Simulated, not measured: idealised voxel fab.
Process module heading - voxel trench capacitor
Cross-section cut: width 220 nm, square cells of 5 nm.
Format of a cross-section: grid, square cells. Given as bands. Order: top down. Band: one or more rows of cells. Heads up on the band format: heights come first, top then bottom, in nm. After that it's the materials left to right, each with its width in nm. A single material flagged "everywhere" fills the whole band edge to edge, and "blank" means there's empty space there. Basically, 0 is our baseline, since under it the wafer straight out of the box is all one material. The bottom band has no lower end and keeps on going down, so it looks like "0..down". The expression "30..40" gives the width at the extremes of the band, the first number at its top row of cells and the second at its bottom row, with the width changing by equal amounts from each row to the next in between. "no modifications", as given for a step, is the statement that not any cell of the cross-section underwent a change during that step. Reported under the label "Fully sealed cavities" are the empty spaces having no open way to the top and comprising 8 cells or more; the notation for each is width x height at distance, in which the distance is measured from the left edge and all three values are in nm. Post-settings text on a step line: simulator's own remark regarding the step. "overlay nm" on a masked step: distance the mask lay right of its planned place, negative for left.
-- List of planned process steps
1 RECEIVE,material Si
2 CONFORMAL_DEP,material SiN,thk nm 5
3 DIRECTIONAL_DEP,material aC,thk nm 10
4 PATTERN,tone open,mask id TRENCH,material resist,width nm 25,pitch nm 40,thk nm 25,overlay nm 0
5 DIRECTIONAL_ETCH,etch materials aC,depth nm 10
6 STRIP,etch materials resist
7 DIRECTIONAL_ETCH,etch materials SiN,depth nm 5
8 DIRECTIONAL_ETCH,etch materials Si,depth nm 25
9 STRIP,etch materials aC
10 CONFORMAL_DEP,material SiO2,thk nm 5
11 FILL_DEP,material polySi,thk nm 5
12 CMP,height nm 5
-- The following pertains to the first of two wafers, which was processed as planned
-- Cross-sectional view of the wafer in its as-received condition, corresponding to the state after step 1
  0..down | Si everywhere
  Fully sealed cavities: none
-- Take a look at the wafer's cross-section after step 2
  5..0 | SiN everywhere
  Note: structure below 0 unchanged.
-- Take a look at the wafer's cross-section after step 3
  15..5 | aC everywhere
  Note: structure below 5 unchanged.
-- Take a look at the wafer's cross-section after step 4
  40..15 | resist (35) | blank (25) | resist (15) | blank (25) | resist (15) | blank (25) | resist (15) | blank (25) | resist (40)
  Note: structure below 15 unchanged.
-- Take a look at the wafer's cross-section after step 5
  30..15 | resist (35) | blank (25) | resist (15) | blank (25) | resist (15) | blank (25) | resist (15) | blank (25) | resist (40)
  15..5 | aC (35) | blank (25) | aC (15) | blank (25) | aC (15) | blank (25) | aC (15) | blank (25) | aC (40)
  Note: structure below 5 unchanged.
-- Take a look at the wafer's cross-section after step 6
  15..5 | aC (35) | blank (25) | aC (15) | blank (25) | aC (15) | blank (25) | aC (15) | blank (25) | aC (40)
  Note: structure below 5 unchanged.
-- Take a look at the wafer's cross-section after step 7
  15..5 | aC (35) | blank (25) | aC (15) | blank (25) | aC (15) | blank (25) | aC (15) | blank (25) | aC (40)
  5..0 | SiN (35) | blank (25) | SiN (15) | blank (25) | SiN (15) | blank (25) | SiN (15) | blank (25) | SiN (40)
  Note: structure below 0 unchanged.
-- Take a look at the wafer's cross-section after step 8
  15..5 | aC (35) | blank (25) | aC (15) | blank (25) | aC (15) | blank (25) | aC (15) | blank (25) | aC (40)
  5..0 | SiN (35) | blank (25) | SiN (15) | blank (25) | SiN (15) | blank (25) | SiN (15) | blank (25) | SiN (40)
  0..-25 | Si (35) | blank (25) | Si (15) | blank (25) | Si (15) | blank (25) | Si (15) | blank (25) | Si (40)
  Note: structure below -25 unchanged.
-- Take a look at the wafer's cross-section after step 9
  5..0 | SiN (35) | blank (25) | SiN (15) | blank (25) | SiN (15) | blank (25) | SiN (15) | blank (25) | SiN (40)
  Note: structure below 0 unchanged.
-- Take a look at the wafer's cross-section after step 10
  10..5 | SiO2 (40) | blank (15) | SiO2 (25) | blank (15) | SiO2 (25) | blank (15) | SiO2 (25) | blank (15) | SiO2 (45)
  5..0 | SiN (35) | SiO2 (5) | blank (15) | SiO2 (5) | SiN (15) | SiO2 (5) | blank (15) | SiO2 (5) | SiN (15) | SiO2 (5) | blank (15) | SiO2 (5) | SiN (15) | SiO2 (5) | blank (15) | SiO2 (5) | SiN (40)
  0..-20 | Si (35) | SiO2 (5) | blank (15) | SiO2 (5) | Si (15) | SiO2 (5) | blank (15) | SiO2 (5) | Si (15) | SiO2 (5) | blank (15) | SiO2 (5) | Si (15) | SiO2 (5) | blank (15) | SiO2 (5) | Si (40)
  -20..-25 | Si (35) | SiO2 (25) | Si (15) | SiO2 (25) | Si (15) | SiO2 (25) | Si (15) | SiO2 (25) | Si (40)
  Note: structure below -25 unchanged.
-- Take a look at the wafer's cross-section after step 11
  15..10 | polySi everywhere
  10..5 | SiO2 (40) | polySi (15) | SiO2 (25) | polySi (15) | SiO2 (25) | polySi (15) | SiO2 (25) | polySi (15) | SiO2 (45)
  5..0 | SiN (35) | SiO2 (5) | polySi (15) | SiO2 (5) | SiN (15) | SiO2 (5) | polySi (15) | SiO2 (5) | SiN (15) | SiO2 (5) | polySi (15) | SiO2 (5) | SiN (15) | SiO2 (5) | polySi (15) | SiO2 (5) | SiN (40)
  0..-20 | Si (35) | SiO2 (5) | polySi (15) | SiO2 (5) | Si (15) | SiO2 (5) | polySi (15) | SiO2 (5) | Si (15) | SiO2 (5) | polySi (15) | SiO2 (5) | Si (15) | SiO2 (5) | polySi (15) | SiO2 (5) | Si (40)
  Note: structure below -20 unchanged.
-- Take a look at the wafer's cross-section after step 12
  5..0 | SiN (35) | SiO2 (5) | polySi (15) | SiO2 (5) | SiN (15) | SiO2 (5) | polySi (15) | SiO2 (5) | SiN (15) | SiO2 (5) | polySi (15) | SiO2 (5) | SiN (15) | SiO2 (5) | polySi (15) | SiO2 (5) | SiN (40)
  Note: structure below 0 unchanged.
-- Wafer two. Identical start, identical plan. One mistake in execution. Identical history through step 7
-- Second wafer, section view, time point: scheduled end of step 8
  15..5 | aC (35) | blank (25) | aC (15) | blank (25) | aC (15) | blank (25) | aC (15) | blank (25) | aC (40)
  5..0 | SiN (35) | blank (25) | SiN (15) | blank (25) | SiN (15) | blank (25) | SiN (15) | blank (25) | SiN (40)
  0..-50 | Si (35) | blank (25) | Si (15) | blank (25) | Si (15) | blank (25) | Si (15) | blank (25) | Si (40)
  Note: structure below -50 unchanged.
-- Second wafer, section view, time point: scheduled end of step 9
  5..0 | SiN (35) | blank (25) | SiN (15) | blank (25) | SiN (15) | blank (25) | SiN (15) | blank (25) | SiN (40)
  Note: structure below 0 unchanged.
-- Second wafer, section view, time point: scheduled end of step 10
  10..5 | SiO2 (40) | blank (15) | SiO2 (25) | blank (15) | SiO2 (25) | blank (15) | SiO2 (25) | blank (15) | SiO2 (45)
  5..0 | SiN (35) | SiO2 (5) | blank (15) | SiO2 (5) | SiN (15) | SiO2 (5) | blank (15) | SiO2 (5) | SiN (15) | SiO2 (5) | blank (15) | SiO2 (5) | SiN (15) | SiO2 (5) | blank (15) | SiO2 (5) | SiN (40)
  0..-45 | Si (35) | SiO2 (5) | blank (15) | SiO2 (5) | Si (15) | SiO2 (5) | blank (15) | SiO2 (5) | Si (15) | SiO2 (5) | blank (15) | SiO2 (5) | Si (15) | SiO2 (5) | blank (15) | SiO2 (5) | Si (40)
  -45..-50 | Si (35) | SiO2 (25) | Si (15) | SiO2 (25) | Si (15) | SiO2 (25) | Si (15) | SiO2 (25) | Si (40)
  Note: structure below -50 unchanged.
-- Second wafer, section view, time point: scheduled end of step 11
  15..10 | polySi everywhere
  10..5 | SiO2 (40) | polySi (15) | SiO2 (25) | polySi (15) | SiO2 (25) | polySi (15) | SiO2 (25) | polySi (15) | SiO2 (45)
  5..0 | SiN (35) | SiO2 (5) | polySi (15) | SiO2 (5) | SiN (15) | SiO2 (5) | polySi (15) | SiO2 (5) | SiN (15) | SiO2 (5) | polySi (15) | SiO2 (5) | SiN (15) | SiO2 (5) | polySi (15) | SiO2 (5) | SiN (40)
  0..-45 | Si (35) | SiO2 (5) | polySi (15) | SiO2 (5) | Si (15) | SiO2 (5) | polySi (15) | SiO2 (5) | Si (15) | SiO2 (5) | polySi (15) | SiO2 (5) | Si (15) | SiO2 (5) | polySi (15) | SiO2 (5) | Si (40)
  Note: structure below -45 unchanged.
-- Second wafer, section view, time point: scheduled end of step 12
  5..0 | SiN (35) | SiO2 (5) | polySi (15) | SiO2 (5) | SiN (15) | SiO2 (5) | polySi (15) | SiO2 (5) | SiN (15) | SiO2 (5) | polySi (15) | SiO2 (5) | SiN (15) | SiO2 (5) | polySi (15) | SiO2 (5) | SiN (40)
  Note: structure below 0 unchanged.
Deviation noted in wafer processing: step 8 was run twice
Final cells, second wafer relative to first, materials higher or lower: 100 fewer of Si; 40 more of SiO2; 60 more of polySi
